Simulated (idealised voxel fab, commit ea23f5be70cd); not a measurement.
process module | voxel spacer lines
cross-section cut | 295 nm wide | cells 5 nm
A cross-section is a grid of square cells, given in bands from the top down. A band is one or more rows of cells.
Each band's line starts with the height of the band's top and of its bottom, in nm. Then come its materials from left to right, each with its width in nm. One material with "throughout" fills the band from edge to edge. "air" is empty space.
Height 0 is the level under which the wafer as received is all one material. The lowest band goes on downwards, as in "0 down".
A width such as "30 to 40" changes by the same amount from each row of cells to the next, from the band's top row to its bottom row.
"no change" after a step means that no cell of the cross-section changed.
closed voids: empty space of 8 cells or more with no open way to the top, each as width x height at its distance from the left edge, in nm
after a step's settings: what the simulator itself notes on the step
overlay nm, on a step with a mask: how far to the right of its planned place the mask lay; to the left if negative
plan
1 op RECEIVE | material Si
2 op CONFORMAL_DEP | material Al2O3 | thk nm 10
3 op DIRECTIONAL_DEP | material SiN | thk nm 20
4 op DIRECTIONAL_DEP | material aC | thk nm 30
5 op PATTERN | tone cover | mask id MANDREL | material resist | width nm 15 | pitch nm 60 | thk nm 40 | overlay nm 0
6 op DIRECTIONAL_ETCH | etch materials aC | depth nm 30
7 op STRIP | etch materials resist
8 op CONFORMAL_DEP | material SiO2 | thk nm 15
9 op DIRECTIONAL_ETCH | etch materials SiO2 | depth nm 15
10 op STRIP | etch materials aC
11 op DIRECTIONAL_ETCH | etch materials SiN | depth nm 20
12 op STRIP | etch materials SiO2
13 op FILL_DEP | material SiO2 | thk nm 10
14 op CMP | height nm 30
first wafer, as planned
as received, after step 1
  0 down: Si throughout
  closed voids: none
after step 2
  10 to 0: Al2O3 throughout
  below 0: unchanged
after step 3
  30 to 10: SiN throughout
  below 10: unchanged
after step 4
  60 to 30: aC throughout
  below 30: unchanged
after step 5
  100 to 60: air 80 | resist 15 | air 45 | resist 15 | air 45 | resist 15 | air 80
  below 60: unchanged
after step 6
  70 to 60: air 80 | resist 15 | air 45 | resist 15 | air 45 | resist 15 | air 80
  60 to 30: air 80 | aC 15 | air 45 | aC 15 | air 45 | aC 15 | air 80
  below 30: unchanged
after step 7
  60 to 30: air 80 | aC 15 | air 45 | aC 15 | air 45 | aC 15 | air 80
  below 30: unchanged
after step 8
  75 to 60: air 65 | SiO2 45 | air 15 | SiO2 45 | air 15 | SiO2 45 | air 65
  60 to 45: air 65 | SiO2 15 | aC 15 | SiO2 15 | air 15 | SiO2 15 | aC 15 | SiO2 15 | air 15 | SiO2 15 | aC 15 | SiO2 15 | air 65
  45 to 30: SiO2 80 | aC 15 | SiO2 45 | aC 15 | SiO2 45 | aC 15 | SiO2 80
  below 30: unchanged
after step 9
  60 to 30: air 65 | SiO2 15 | aC 15 | SiO2 15 | air 15 | SiO2 15 | aC 15 | SiO2 15 | air 15 | SiO2 15 | aC 15 | SiO2 15 | air 65
  below 30: unchanged
after step 10
  60 to 30: air 65 | SiO2 15 | air 15 | SiO2 15 | air 15 | SiO2 15 | air 15 | SiO2 15 | air 15 | SiO2 15 | air 15 | SiO2 15 | air 65
  below 30: unchanged
after step 11
  60 to 30: air 65 | SiO2 15 | air 15 | SiO2 15 | air 15 | SiO2 15 | air 15 | SiO2 15 | air 15 | SiO2 15 | air 15 | SiO2 15 | air 65
  30 to 10: air 65 | SiN 15 | air 15 | SiN 15 | air 15 | SiN 15 | air 15 | SiN 15 | air 15 | SiN 15 | air 15 | SiN 15 | air 65
  below 10: unchanged
after step 12
  30 to 10: air 65 | SiN 15 | air 15 | SiN 15 | air 15 | SiN 15 | air 15 | SiN 15 | air 15 | SiN 15 | air 15 | SiN 15 | air 65
  below 10: unchanged
after step 13
  40 to 30: SiO2 throughout
  30 to 10: SiO2 65 | SiN 15 | SiO2 15 | SiN 15 | SiO2 15 | SiN 15 | SiO2 15 | SiN 15 | SiO2 15 | SiN 15 | SiO2 15 | SiN 15 | SiO2 65
  below 10: unchanged
after step 14
  30 to 10: SiO2 65 | SiN 15 | SiO2 15 | SiN 15 | SiO2 15 | SiN 15 | SiO2 15 | SiN 15 | SiO2 15 | SiN 15 | SiO2 15 | SiN 15 | SiO2 65
  below 10: unchanged
second wafer: like start, like plan, one mistake. Through step 4 it matches the first wafer
when step 5 should have ended
  100 to 60: air 75 | resist 25 | air 35 | resist 25 | air 35 | resist 25 | air 75
  below 60: unchanged
when step 6 should have ended
  70 to 60: air 75 | resist 25 | air 35 | resist 25 | air 35 | resist 25 | air 75
  60 to 30: air 75 | aC 25 | air 35 | aC 25 | air 35 | aC 25 | air 75
  below 30: unchanged
when step 7 should have ended
  60 to 30: air 75 | aC 25 | air 35 | aC 25 | air 35 | aC 25 | air 75
  below 30: unchanged
when step 8 should have ended
  75 to 60: air 60 | SiO2 55 | air 5 | SiO2 55 | air 5 | SiO2 55 | air 60
  60 to 45: air 60 | SiO2 15 | aC 25 | SiO2 15 | air 5 | SiO2 15 | aC 25 | SiO2 15 | air 5 | SiO2 15 | aC 25 | SiO2 15 | air 60
  45 to 30: SiO2 75 | aC 25 | SiO2 35 | aC 25 | SiO2 35 | aC 25 | SiO2 75
  below 30: unchanged
when step 9 should have ended
  60 to 30: air 60 | SiO2 15 | aC 25 | SiO2 15 | air 5 | SiO2 15 | aC 25 | SiO2 15 | air 5 | SiO2 15 | aC 25 | SiO2 15 | air 60
  below 30: unchanged
when step 10 should have ended
  60 to 30: air 60 | SiO2 15 | air 25 | SiO2 15 | air 5 | SiO2 15 | air 25 | SiO2 15 | air 5 | SiO2 15 | air 25 | SiO2 15 | air 60
  below 30: unchanged
when step 11 should have ended
  60 to 30: air 60 | SiO2 15 | air 25 | SiO2 15 | air 5 | SiO2 15 | air 25 | SiO2 15 | air 5 | SiO2 15 | air 25 | SiO2 15 | air 60
  30 to 10: air 60 | SiN 15 | air 25 | SiN 15 | air 5 | SiN 15 | air 25 | SiN 15 | air 5 | SiN 15 | air 25 | SiN 15 | air 60
  below 10: unchanged
when step 12 should have ended
  30 to 10: air 60 | SiN 15 | air 25 | SiN 15 | air 5 | SiN 15 | air 25 | SiN 15 | air 5 | SiN 15 | air 25 | SiN 15 | air 60
  below 10: unchanged
when step 13 should have ended
  40 to 30: SiO2 throughout
  30 to 10: SiO2 60 | SiN 15 | SiO2 25 | SiN 15 | SiO2 5 | SiN 15 | SiO2 25 | SiN 15 | SiO2 5 | SiN 15 | SiO2 25 | SiN 15 | SiO2 60
  below 10: unchanged
when step 14 should have ended
  30 to 10: SiO2 60 | SiN 15 | SiO2 25 | SiN 15 | SiO2 5 | SiN 15 | SiO2 25 | SiN 15 | SiO2 5 | SiN 15 | SiO2 25 | SiN 15 | SiO2 60
  below 10: unchanged
what went wrong: step 5 ran as: op PATTERN | tone cover | mask id MANDREL | material resist | width nm 25 | pitch nm 60 | thk nm 40 | overlay nm 0
at the end the second wafer has, in cells: as many of each material as the first, in other places
